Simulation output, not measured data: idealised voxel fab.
This section sets out a process module, namely voxel self aligned contacts.
cross-section cut | 290 nm wide | cells 5 nm
For the purposes of this document, a cross-section shall be understood as a grid of square cells, specified as bands listed in top-to-bottom order, each band consisting of one or more rows of cells.
Within each band entry, the heights of the top and of the bottom of the band appear first, in that order and in nm; the materials of the band then follow from left to right, each with its corresponding width in nm. The designation "full width" on a single material indicates that it fills the band from edge to edge; the designation "blank" indicates empty space.
All heights in this document are referenced to 0, defined as the level beneath which the wafer, as received, consists entirely of one material. The lowest band is not bounded below; it extends indefinitely downward and is written in the form "0..down".
Per-row width for "30 to 40": begins at first number (top row of band), ends at second number (bottom row), increment between rows held constant.
Given "nothing altered" for a step, no cell of the cross-section differs between before and after that step.
Voids not open to the top, 8 cells minimum: see "Sealed void inventory". Written width x height at distance; distance is from the left edge; nm.
Where a step's line continues beyond its settings, the continuation is a remark by the simulator itself on that step.
"overlay nm" answers the question of how far to the right of plan the mask lay on a step that has a mask, and when it is negative the answer is to the left.

# Set out below are the planned steps of the process
1. RECEIVE (material Si)
2. CONFORMAL_DEP (material SiO2; thk nm 5)
3. DIRECTIONAL_DEP (material polySi; thk nm 25)
4. DIRECTIONAL_DEP (material SiN; thk nm 20)
5. DIRECTIONAL_DEP (material aC; thk nm 15)
6. PATTERN (tone cover; mask id GATE; material resist; width nm 30; pitch nm 75; thk nm 30; overlay nm 0)
7. DIRECTIONAL_ETCH (etch materials aC; depth nm 15)
8. STRIP (etch materials resist)
9. DIRECTIONAL_ETCH (etch materials SiN; depth nm 20)
10. DIRECTIONAL_ETCH (etch materials polySi; depth nm 25)
11. STRIP (etch materials aC)
12. CONFORMAL_DEP (material SiN; thk nm 10)
13. DIRECTIONAL_ETCH (etch materials SiN; depth nm 10)
14. FILL_DEP (material SiO2; thk nm 10)
15. CMP (height nm 55)
16. MASKED_ETCH (tone open; mask id CONTACT; width nm 55; pitch nm 75; etch materials SiO2; depth nm 55; overlay nm 0)
17. CONFORMAL_DEP (material TiN; thk nm 5)
18. FILL_DEP (material W; thk nm 5)
19. CMP (height nm 55)
20. CONFORMAL_DEP (material SiN; thk nm 5)

# Wafer as received: cross-section following step 1
- 0..down: Si full width
- Sealed void inventory: none

# The cross-section shown corresponds to the wafer at the conclusion of the module. The initial structure and the process plan are those presented above; however, one mistake occurred in executing the plan
- 60..55: SiN full width
- 55..50: SiO2=80, TiN=20, W=15, TiN=25, SiO2=15, TiN=20, W=15, TiN=25, SiO2=75
- 50..30: SiO2=45, SiN=50, TiN=5, W=15, TiN=5, SiN=50, TiN=5, W=15, TiN=5, SiN=50, SiO2=45
- 30..5: SiO2=45, SiN=10, polySi=30, SiN=10, TiN=5, W=15, TiN=5, SiN=10, polySi=30, SiN=10, TiN=5, W=15, TiN=5, SiN=10, polySi=30, SiN=10, SiO2=45
- 5..0: SiO2=95, TiN=25, SiO2=50, TiN=25, SiO2=95
- 0..down: Si full width
- Sealed void inventory: none
Here's what went sideways: planned and actual differ for step 16; actual: MASKED_ETCH (tone open; mask id CONTACT; width nm 60; pitch nm 75; etch materials SiO2; depth nm 55; overlay nm 0)
